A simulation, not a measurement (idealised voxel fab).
process module | voxel gate over fins
cross-section cut | 240 nm wide | cells 5 nm
A cross-section is a grid of square cells, given in bands from the top down. A band is one or more rows of cells.
Each band's line starts with the height of the band's top and of its bottom, in nm. Then come its materials from left to right, each with its width in nm. One material with "throughout" fills the band from edge to edge. "air" is empty space.
Height 0 is the level under which the wafer as received is all one material. The lowest band goes on downwards, as in "0 down".
A width such as "30 to 40" changes by the same amount from each row of cells to the next, from the band's top row to its bottom row.
"no change" after a step means that no cell of the cross-section changed.
closed voids: empty space of 8 cells or more with no open way to the top, each as width x height at its distance from the left edge, in nm
after a step's settings: what the simulator itself notes on the step
overlay nm, on a step with a mask: how far to the right of its planned place the mask lay; to the left if negative
plan
1 op RECEIVE | material Si
2 op CONFORMAL_DEP | material SiN | thk nm 5
3 op PATTERN | tone cover | mask id FINS | material resist | width nm 15 | pitch nm 60 | thk nm 15 | overlay nm 0
4 op DIRECTIONAL_ETCH | etch materials SiN | depth nm 5
5 op DIRECTIONAL_ETCH | etch materials Si | depth nm 35
6 op STRIP | etch materials resist
7 op OXIDIZE | depth nm 5
8 op FILL_DEP | material SiO2 | thk nm 5
9 op CMP | height nm 5
10 op MASKED_ETCH | tone open | mask id RAIL | width nm 15 | etch materials SiO2 | depth nm 35 | overlay nm 0
11 op CONFORMAL_DEP | material TiN | thk nm 5
12 op FILL_DEP | material W | thk nm 5
13 op CMP | height nm 5
14 op SELECTIVE_ETCH | etch materials W Ru TiN | depth nm 25
15 op FILL_DEP | material SiO2 | thk nm 5
16 op CMP | height nm 5
17 op SELECTIVE_ETCH | etch materials SiO2 | depth nm 20
18 op STRIP | etch materials SiN
19 op CONFORMAL_DEP | material HfO2 | thk nm 5
20 op CONFORMAL_DEP | material TiN | thk nm 5
21 op FILL_DEP | material W | thk nm 15
22 op CMP | height nm 20
23 op CONFORMAL_DEP | material SiN | thk nm 5
as received, after step 1
  0 down: Si throughout
  closed voids: none
first wafer at the end, as planned
  25 to 20: SiN throughout
  20 to 10: W throughout
  10 to 5: W 45 | TiN 25 | W 35 | TiN 25 | W 35 | TiN 25 | W 50
  5 to 0: W 45 | TiN 5 | HfO2 15 | TiN 5 | W 35 | TiN 5 | HfO2 15 | TiN 5 | W 35 | TiN 5 | HfO2 15 | TiN 5 | W 50
  0 to -5: W 45 | TiN 5 | HfO2 5 | Si 5 | HfO2 5 | TiN 5 | W 35 | TiN 5 | HfO2 5 | Si 5 | HfO2 5 | TiN 5 | W 35 | TiN 5 | HfO2 5 | Si 5 | HfO2 5 | TiN 5 | W 50
  -5 to -10: TiN 50 | HfO2 5 | Si 5 | HfO2 5 | TiN 45 | HfO2 5 | Si 5 | HfO2 5 | TiN 45 | HfO2 5 | Si 5 | HfO2 5 | TiN 55
  -10 to -15: HfO2 55 | Si 5 | HfO2 55 | Si 5 | HfO2 55 | Si 5 | HfO2 60
  -15 to -20: SiO2 55 | Si 5 | SiO2 55 | Si 5 | SiO2 55 | Si 5 | SiO2 60
  -20 to -25: SiO2 55 | Si 5 | SiO2 20 | TiN 5 | W 5 | TiN 5 | SiO2 20 | Si 5 | SiO2 55 | Si 5 | SiO2 60
  -25 to -30: SiO2 55 | Si 5 | SiO2 20 | TiN 15 | SiO2 20 | Si 5 | SiO2 55 | Si 5 | SiO2 60
  -30 to -40: SiO2 55 | Si 5 | SiO2 55 | Si 5 | SiO2 55 | Si 5 | SiO2 60
  -40 down: Si throughout
  closed voids: none
second wafer at the end: like start, like plan, one mistake
  25 to 20: SiN throughout
  20 to 10: W throughout
  10 to 5: W 45 | TiN 25 | W 35 | TiN 25 | W 35 | TiN 25 | W 50
  5 to 0: W 45 | TiN 5 | HfO2 15 | TiN 5 | W 35 | TiN 5 | HfO2 15 | TiN 5 | W 35 | TiN 5 | HfO2 15 | TiN 5 | W 50
  0 to -5: W 45 | TiN 5 | HfO2 5 | Si 5 | HfO2 5 | TiN 5 | W 35 | TiN 5 | HfO2 5 | Si 5 | HfO2 5 | TiN 5 | W 35 | TiN 5 | HfO2 5 | Si 5 | HfO2 5 | TiN 5 | W 50
  -5 to -10: TiN 40 | W 5 | TiN 5 | HfO2 5 | Si 5 | HfO2 5 | TiN 5 | W 5 | TiN 25 | W 5 | TiN 5 | HfO2 5 | Si 5 | HfO2 5 | TiN 5 | W 5 | TiN 25 | W 5 | TiN 5 | HfO2 5 | Si 5 | HfO2 5 | TiN 5 | W 5 | TiN 45
  -10 to -15: HfO2 35 | TiN 15 | HfO2 5 | Si 5 | HfO2 5 | TiN 15 | HfO2 15 | TiN 15 | HfO2 5 | Si 5 | HfO2 5 | TiN 15 | HfO2 15 | TiN 15 | HfO2 5 | Si 5 | HfO2 5 | TiN 15 | HfO2 40
  -15 to -20: SiO2 30 | HfO2 25 | Si 5 | HfO2 25 | SiO2 5 | HfO2 25 | Si 5 | HfO2 25 | SiO2 5 | HfO2 25 | Si 5 | HfO2 25 | SiO2 35
  -20 to -25: SiO2 55 | Si 5 | SiO2 20 | TiN 5 | W 5 | TiN 5 | SiO2 20 | Si 5 | SiO2 55 | Si 5 | SiO2 60
  -25 to -30: SiO2 55 | Si 5 | SiO2 20 | TiN 15 | SiO2 20 | Si 5 | SiO2 55 | Si 5 | SiO2 60
  -30 to -40: SiO2 55 | Si 5 | SiO2 55 | Si 5 | SiO2 55 | Si 5 | SiO2 60
  -40 down: Si throughout
  closed voids: none
what went wrong: steps 17 and 18 were swapped
at the end the second wafer has, in cells: 12 more of HfO2 | 30 fewer of SiO2 | 12 more of TiN | 6 more of W
